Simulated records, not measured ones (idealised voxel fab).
Process module, titled voxel gate over fins
The figure presents cross-section cut, which has a width of 190 nm and is divided into square cells with an edge length of 5 nm.
For the purposes of this document, a cross-section shall be understood as a grid of square cells, specified as bands listed in top-to-bottom order, each band consisting of one or more rows of cells. Band: top and bottom heights (nm) first, top before bottom; then materials from left to right, widths in nm. "throughout" marks a sole material filling the band edge to edge. "empty" denotes empty space. A quick word on heights: they are counted from 0, and under that level the wafer as it came to us is one material throughout. The lowest band is different from the rest in having no bottom; it simply continues downward, written as in "0 and below". The width entry "30..40" should be interpreted row by row: the top row of cells in the band takes the first number, the bottom row takes the second number, and the change between adjacent rows is uniform throughout. Step marked "nothing different"? Then no cell in the cross-section changed in it. "Closed void catalog": empty spaces of 8 cells or more with no open way to the top, each given as width x height at distance, distance from the left edge, all in nm. Formally, on a step line, whatever follows the settings is a remark that the simulator itself makes on the step. You can add "overlay nm" to a step's line. For a step with a mask, it describes how far the mask lay to the right of its planned position, and a negative number describes a lay to the left.

## The steps planned for the process are as follows
- 1: RECEIVE,material Si
- 2: CONFORMAL_DEP,material SiN,thk nm 10
- 3: DIRECTIONAL_DEP,material aC,thk nm 15
- 4: PATTERN,tone cover,mask id FINS,material resist,width nm 15,pitch nm 40,thk nm 30,overlay nm -15
- 5: DIRECTIONAL_ETCH,etch materials aC,depth nm 15
- 6: STRIP,etch materials resist
- 7: DIRECTIONAL_ETCH,etch materials SiN,depth nm 10
- 8: DIRECTIONAL_ETCH,etch materials Si,depth nm 30
- 9: STRIP,etch materials aC
- 10: FILL_DEP,material SiO2,thk nm 10
- 11: CMP,height nm 10
- 12: SELECTIVE_ETCH,etch materials SiO2,depth nm 25
- 13: STRIP,etch materials SiN
- 14: CONFORMAL_DEP,material HfO2,thk nm 5
- 15: CONFORMAL_DEP,material TiN,thk nm 5
- 16: CONFORMAL_DEP,material TiAl,thk nm 5
- 17: CONFORMAL_DEP,material TiN,thk nm 5
- 18: FILL_DEP,material W,thk nm 10
- 19: CMP,height nm 25
- 20: CONFORMAL_DEP,material SiCN,thk nm 5
Among the wafers covered here, the point of difference is the overlay nm at step 4; their starting state is shared, and the plan presents the value of the first wafer.

## first wafer as received, after step 1
> 0 and below = Si throughout
> Closed void catalog: none

## Per-wafer rows below. For each material: cells gained (+) or lost (-) since the wafer was received, as of end of module. Then: closed voids
overlay nm -15; +56 HfO2; -174 Si; +38 SiCN; +87 SiO2; +50 TiAl; +100 TiN; +71 W; Closed void catalog: none
overlay nm -10; +56 HfO2; -174 Si; +38 SiCN; +87 SiO2; +50 TiAl; +100 TiN; +71 W; Closed void catalog: none
overlay nm -5; +56 HfO2; -174 Si; +38 SiCN; +87 SiO2; +50 TiAl; +100 TiN; +71 W; Closed void catalog: none
overlay nm 0; +56 HfO2; -174 Si; +38 SiCN; +87 SiO2; +50 TiAl; +100 TiN; +71 W; Closed void catalog: none
overlay nm 5; +56 HfO2; -174 Si; +38 SiCN; +87 SiO2; +50 TiAl; +100 TiN; +71 W; Closed void catalog: none
overlay nm 10; +56 HfO2; -174 Si; +38 SiCN; +87 SiO2; +50 TiAl; +100 TiN; +71 W; Closed void catalog: none
overlay nm 15; +56 HfO2; -174 Si; +38 SiCN; +87 SiO2; +50 TiAl; +100 TiN; +71 W; Closed void catalog: none
